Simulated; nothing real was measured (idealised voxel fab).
process module | voxel self aligned contacts
cross-section cut | 220 nm wide | cells 5 nm
A cross-section is a grid of square cells, given in bands from the top down. A band is one or more rows of cells.
Each band's line starts with the height of the band's top and of its bottom, in nm. Then come its materials from left to right, each with its width in nm. One material with "throughout" fills the band from edge to edge. "air" is empty space.
Height 0 is the level under which the wafer as received is all one material. The lowest band goes on downwards, as in "0 down".
A width such as "30 to 40" changes by the same amount from each row of cells to the next, from the band's top row to its bottom row.
"no change" after a step means that no cell of the cross-section changed.
closed voids: empty space of 8 cells or more with no open way to the top, each as width x height at its distance from the left edge, in nm
after a step's settings: what the simulator itself notes on the step
overlay nm, on a step with a mask: how far to the right of its planned place the mask lay; to the left if negative
plan
1 op RECEIVE | material Si
2 op CONFORMAL_DEP | material SiO2 | thk nm 5
3 op DIRECTIONAL_DEP | material polySi | thk nm 25
4 op DIRECTIONAL_DEP | material SiN | thk nm 15
5 op PATTERN | tone cover | mask id GATE | material resist | width nm 35 | pitch nm 70 | thk nm 20 | overlay nm 0
6 op DIRECTIONAL_ETCH | etch materials SiN | depth nm 15
7 op DIRECTIONAL_ETCH | etch materials polySi | depth nm 25
8 op STRIP | etch materials resist
9 op CONFORMAL_DEP | material SiN | thk nm 5
10 op DIRECTIONAL_ETCH | etch materials SiN | depth nm 5
11 op FILL_DEP | material SiO2 | thk nm 10
12 op CMP | height nm 50
13 op DIRECTIONAL_DEP | material aC | thk nm 10
14 op PATTERN | tone open | mask id CONTACT | material resist | width nm 55 | pitch nm 70 | thk nm 30 | overlay nm 0
15 op DIRECTIONAL_ETCH | etch materials aC | depth nm 10
16 op STRIP | etch materials resist
17 op DIRECTIONAL_ETCH | etch materials SiO2 | depth nm 50
18 op STRIP | etch materials aC
19 op CONFORMAL_DEP | material TiN | thk nm 5
20 op FILL_DEP | material Ru | thk nm 10
21 op CMP | height nm 50
22 op CONFORMAL_DEP | material SiCN | thk nm 5
first wafer, as planned
as received, after step 1
  0 down: Si throughout
  closed voids: none
after step 2
  5 to 0: SiO2 throughout
  below 0: unchanged
after step 3
  30 to 5: polySi throughout
  below 5: unchanged
after step 4
  45 to 30: SiN throughout
  below 30: unchanged
after step 5
  65 to 45: air 20 | resist 35 | air 35 | resist 35 | air 35 | resist 35 | air 25
  below 45: unchanged
after step 6
  65 to 45: air 20 | resist 35 | air 35 | resist 35 | air 35 | resist 35 | air 25
  45 to 30: air 20 | SiN 35 | air 35 | SiN 35 | air 35 | SiN 35 | air 25
  below 30: unchanged
after step 7
  65 to 45: air 20 | resist 35 | air 35 | resist 35 | air 35 | resist 35 | air 25
  45 to 30: air 20 | SiN 35 | air 35 | SiN 35 | air 35 | SiN 35 | air 25
  30 to 5: air 20 | polySi 35 | air 35 | polySi 35 | air 35 | polySi 35 | air 25
  below 5: unchanged
after step 8
  45 to 30: air 20 | SiN 35 | air 35 | SiN 35 | air 35 | SiN 35 | air 25
  below 30: unchanged
after step 9
  50 to 30: air 15 | SiN 45 | air 25 | SiN 45 | air 25 | SiN 45 | air 20
  30 to 10: air 15 | SiN 5 | polySi 35 | SiN 5 | air 25 | SiN 5 | polySi 35 | SiN 5 | air 25 | SiN 5 | polySi 35 | SiN 5 | air 20
  10 to 5: SiN 20 | polySi 35 | SiN 35 | polySi 35 | SiN 35 | polySi 35 | SiN 25
  below 5: unchanged
after step 10
  45 to 30: air 15 | SiN 45 | air 25 | SiN 45 | air 25 | SiN 45 | air 20
  30 to 5: air 15 | SiN 5 | polySi 35 | SiN 5 | air 25 | SiN 5 | polySi 35 | SiN 5 | air 25 | SiN 5 | polySi 35 | SiN 5 | air 20
  below 5: unchanged
after step 11
  55 to 45: SiO2 throughout
  45 to 30: SiO2 15 | SiN 45 | SiO2 25 | SiN 45 | SiO2 25 | SiN 45 | SiO2 20
  30 to 5: SiO2 15 | SiN 5 | polySi 35 | SiN 5 | SiO2 25 | SiN 5 | polySi 35 | SiN 5 | SiO2 25 | SiN 5 | polySi 35 | SiN 5 | SiO2 20
  below 5: unchanged
after step 12
  50 to 45: SiO2 throughout
  below 45: unchanged
after step 13
  60 to 50: aC throughout
  below 50: unchanged
after step 14
  90 to 60: resist 45 | air 55 | resist 15 | air 55 | resist 50
  below 60: unchanged
after step 15
  80 to 60: resist 45 | air 55 | resist 15 | air 55 | resist 50
  60 to 50: aC 45 | air 55 | aC 15 | air 55 | aC 50
  below 50: unchanged
after step 16
  60 to 50: aC 45 | air 55 | aC 15 | air 55 | aC 50
  below 50: unchanged
after step 17
  60 to 50: aC 45 | air 55 | aC 15 | air 55 | aC 50
  50 to 45: SiO2 45 | air 55 | SiO2 15 | air 55 | SiO2 50
  45 to 30: SiO2 15 | SiN 45 | air 25 | SiN 45 | air 25 | SiN 45 | SiO2 20
  30 to 5: SiO2 15 | SiN 5 | polySi 35 | SiN 5 | air 25 | SiN 5 | polySi 35 | SiN 5 | air 25 | SiN 5 | polySi 35 | SiN 5 | SiO2 20
  5 to 0: SiO2 60 | air 25 | SiO2 45 | air 25 | SiO2 65
  below 0: unchanged
after step 18
  50 to 45: SiO2 45 | air 55 | SiO2 15 | air 55 | SiO2 50
  below 45: unchanged
after step 19
  55 to 50: TiN 50 | air 45 | TiN 25 | air 45 | TiN 55
  50 to 45: SiO2 45 | TiN 20 | air 15 | TiN 20 | SiO2 15 | TiN 20 | air 15 | TiN 20 | SiO2 50
  45 to 30: SiO2 15 | SiN 45 | TiN 5 | air 15 | TiN 5 | SiN 45 | TiN 5 | air 15 | TiN 5 | SiN 45 | SiO2 20
  30 to 5: SiO2 15 | SiN 5 | polySi 35 | SiN 5 | TiN 5 | air 15 | TiN 5 | SiN 5 | polySi 35 | SiN 5 | TiN 5 | air 15 | TiN 5 | SiN 5 | polySi 35 | SiN 5 | SiO2 20
  5 to 0: SiO2 60 | TiN 25 | SiO2 45 | TiN 25 | SiO2 65
  below 0: unchanged
after step 20
  65 to 55: Ru throughout
  55 to 50: TiN 50 | Ru 45 | TiN 25 | Ru 45 | TiN 55
  50 to 45: SiO2 45 | TiN 20 | Ru 15 | TiN 20 | SiO2 15 | TiN 20 | Ru 15 | TiN 20 | SiO2 50
  45 to 30: SiO2 15 | SiN 45 | TiN 5 | Ru 15 | TiN 5 | SiN 45 | TiN 5 | Ru 15 | TiN 5 | SiN 45 | SiO2 20
  30 to 5: SiO2 15 | SiN 5 | polySi 35 | SiN 5 | TiN 5 | Ru 15 | TiN 5 | SiN 5 | polySi 35 | SiN 5 | TiN 5 | Ru 15 | TiN 5 | SiN 5 | polySi 35 | SiN 5 | SiO2 20
  below 5: unchanged
after step 21
  50 to 45: SiO2 45 | TiN 20 | Ru 15 | TiN 20 | SiO2 15 | TiN 20 | Ru 15 | TiN 20 | SiO2 50
  below 45: unchanged
after step 22
  55 to 50: SiCN throughout
  below 50: unchanged
second wafer: like start, like plan, one mistake. Through step 21 it matches the first wafer
when step 22 should have ended
  55 to 50: SiN throughout
  below 50: unchanged
what went wrong: step 22 ran as: op CONFORMAL_DEP | material SiN | thk nm 5
at the end the second wafer has, in cells: 44 fewer of SiCN | 44 more of SiN
